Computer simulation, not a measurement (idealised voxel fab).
This section sets out a process module, namely voxel ribs on slabs.
Square cell edge 5 nm, section width 290 nm, ID cut.
The cross-sections in this document take the form of a grid made of square cells. They are written out as bands, in order from top to bottom. Each band consists of one or more rows of cells.
The entry gives the band's vertical extent as a top height and a bottom height in nm, then its horizontal make-up as materials from left to right, each with a width in nm. "empty" stands for empty space; a single material marked "throughout" fills the band edge to edge.
Height is counted from the level 0, under which the received wafer is composed throughout of one material. The lowest of the bands is not closed at the bottom but continues downward, in the notation "0 down".
A width given as "30..40" starts at the first number in the band's top row and ends at the second number in its bottom row, shifting by an equal amount at every step from row to row.
"nothing different" means the step left every cell of the cross-section as it was.
This entry, "Closed void register", enumerates those empty regions of no fewer than 8 cells that possess no open connection to the top. Each region is reported in the form width x height at distance, the distance being taken from the left edge, with all three quantities expressed in nm.
It should be noted that, on the line of a given step, the content following the step's settings is a remark produced by the simulator itself with respect to that step.
A step's line can hold "overlay nm"; with a mask on that step, the setting says how far right of the planned place the mask lay, while a negative setting says it lay to the left.
BELOW IS THE LIST OF PLANNED PROCESS STEPS
1. RECEIVE, material Si
2. DIRECTIONAL_DEP, material SiO2, thk nm 20
3. DIRECTIONAL_DEP, material SiN, thk nm 15
4. PATTERN, tone cover, mask id RIB, material resist, width nm 30, thk nm 20, overlay nm 0
5. DIRECTIONAL_ETCH, etch materials SiN, depth nm 10
6. STRIP, etch materials resist
7. PATTERN, tone cover, mask id SLAB, material resist, width nm 60, thk nm 20, overlay nm 0
8. DIRECTIONAL_ETCH, etch materials SiN, depth nm 5
9. STRIP, etch materials resist
10. FILL_DEP, material SiO2, thk nm 25
11. CMP, height nm 55
12. DIRECTIONAL_DEP, material TiN, thk nm 5
13. DIRECTIONAL_DEP, material aC, thk nm 15
14. PATTERN, tone cover, mask id HEATER, material resist, width nm 40, thk nm 30, overlay nm 0
15. DIRECTIONAL_ETCH, etch materials aC, depth nm 15
16. STRIP, etch materials resist
17. DIRECTIONAL_ETCH, etch materials TiN, depth nm 5
18. STRIP, etch materials aC
19. CONFORMAL_DEP, material SiN, thk nm 5
Heads up: all these wafers start the same, and what changes between them is the thk nm in step 19. The value you see in the plan is just what the first wafer got.
CROSS-SECTION, FIRST OF SEVERAL WAFERS, AS DELIVERED AFTER STEP 1
- 0 down: Si throughout
- Closed void register: none
THE TABLE BELOW HAS ONE ROW FOR EACH WAFER; A ROW SHOWS, AS OF THE END OF THE MODULE, HOW MANY CELLS OF EACH MATERIAL THE WAFER HAS GAINED, MARKED (+), OR LOST, MARKED (-), SINCE IT WAS RECEIVED, AND THEN THE WAFER'S CLOSED VOIDS
thk nm 5; +84 SiN; +614 SiO2; +8 TiN; Closed void register: none
thk nm 10; +144 SiN; +614 SiO2; +8 TiN; Closed void register: none
thk nm 15; +204 SiN; +614 SiO2; +8 TiN; Closed void register: none
thk nm 20; +264 SiN; +614 SiO2; +8 TiN; Closed void register: none
